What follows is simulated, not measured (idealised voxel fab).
The document below concerns the process module designated voxel self aligned vias.
We display cut, a cross-section 245 nm in width whose square cells are each 5 nm.
Think of the cross-section as a grid of square cells. We describe it in bands, top to bottom, and each band covers one or more rows of those cells. Heights first: top, then bottom, in nm. Then materials, left to right, each with a width in nm. "everywhere" on a single material: fills the band edge to edge. "blank": empty space. Below 0: as-received wafer, all one material; heights counted from there. Lowest band: no bottom, goes on down, written "from 0 down". Width "30..40": first value at the band's top row of cells, second value at its bottom row, equal change from row to row. Where the words "remains unaltered" appear for a step, the cross-section shows no cell changed by that step; every cell remained as before. Basically, "Enclosed void catalog" tells you about the enclosed voids: empty spaces with no open way to the top, 8 cells or bigger, each written width x height at distance, where distance is from the left edge, all in nm. Past the settings on a step's line: simulator remark, on that step. A step line may carry the setting "overlay nm", which, for steps involving a mask, states the distance by which the mask lay to the right of its intended position; negative values denote displacement to the left.
-- The process steps that were planned are listed below
1) RECEIVE [material Si]
2) CONFORMAL_DEP [material SiO2] [thk nm 15]
3) CONFORMAL_DEP [material SiCN] [thk nm 5]
4) DIRECTIONAL_DEP [material SiO2] [thk nm 20]
5) MASKED_ETCH [tone open] [mask id LINES] [width nm 25] [pitch nm 60] [etch materials SiO2] [depth nm 20] [overlay nm 0]
6) CONFORMAL_DEP [material TiN] [thk nm 5]
7) FILL_DEP [material W] [thk nm 10]
8) CMP [height nm 40]
9) SELECTIVE_ETCH [etch materials W Ru TiN] [depth nm 10]
10) FILL_DEP [material SiN] [thk nm 5]
11) CMP [height nm 40]
12) DIRECTIONAL_DEP [material SiO2] [thk nm 15]
13) MASKED_ETCH [tone open] [mask id VIAS] [width nm 45] [pitch nm 60] [etch materials SiO2] [depth nm 15] [overlay nm 0]
14) MASKED_ETCH [tone open] [mask id VIAS] [width nm 45] [pitch nm 60] [etch materials SiN] [depth nm 10] [overlay nm 0]
15) CONFORMAL_DEP [material TiN] [thk nm 5]
16) FILL_DEP [material Cu] [thk nm 10]
17) CMP [height nm 55]
18) CONFORMAL_DEP [material SiCN] [thk nm 5]
-- Cross-section: wafer on arrival = after step 1
	from 0 down | Si everywhere
	Enclosed void catalog: none
-- Cross-sectional image of the first of two wafers at the end of the module, the run having proceeded as planned
	from 60 to 55 | SiCN everywhere
	from 55 to 45 | 70 SiO2; 5 TiN; 35 Cu; 5 TiN; 15 SiO2; 5 TiN; 35 Cu; 5 TiN; 70 SiO2
	from 45 to 35 | 70..80 SiO2; 15..5 TiN; 15 Cu; 15..5 TiN; 15..35 SiO2; 15..5 TiN; 15 Cu; 15..5 TiN; 70..80 SiO2
	from 35 to 30 | 80 SiO2; 25 TiN; 35 SiO2; 25 TiN; 80 SiO2
	from 30 to 25 | 80 SiO2; 5 TiN; 15 W; 5 TiN; 35 SiO2; 5 TiN; 15 W; 5 TiN; 80 SiO2
	from 25 to 20 | 80 SiO2; 25 TiN; 35 SiO2; 25 TiN; 80 SiO2
	from 20 to 15 | SiCN everywhere
	from 15 to 0 | SiO2 everywhere
	from 0 down | Si everywhere
	Enclosed void catalog: none
-- Here is the second of the two wafers cut open at the end of the module - same start, same plan as the first one, but we made one mistake running it
	from 60 to 55 | SiCN everywhere
	from 55 to 40 | 70 SiO2; 10 TiN; 25 SiO2; 10 TiN; 15 SiO2; 10 TiN; 25 SiO2; 10 TiN; 70 SiO2
	from 40 to 30 | 80 SiO2; 25 SiN; 35 SiO2; 25 SiN; 80 SiO2
	from 30 to 25 | 80 SiO2; 5 TiN; 15 W; 5 TiN; 35 SiO2; 5 TiN; 15 W; 5 TiN; 80 SiO2
	from 25 to 20 | 80 SiO2; 25 TiN; 35 SiO2; 25 TiN; 80 SiO2
	from 20 to 15 | SiCN everywhere
	from 15 to 0 | SiO2 everywhere
	from 0 down | Si everywhere
	Enclosed void catalog: none
What broke from the plan during processing? sequence error: steps 12 and 13 interchanged
Final comparison by cell count, materials where the second wafer has more or fewer than the first: 40 fewer of Cu | 20 more of SiN | 30 more of SiO2 | 10 fewer of TiN
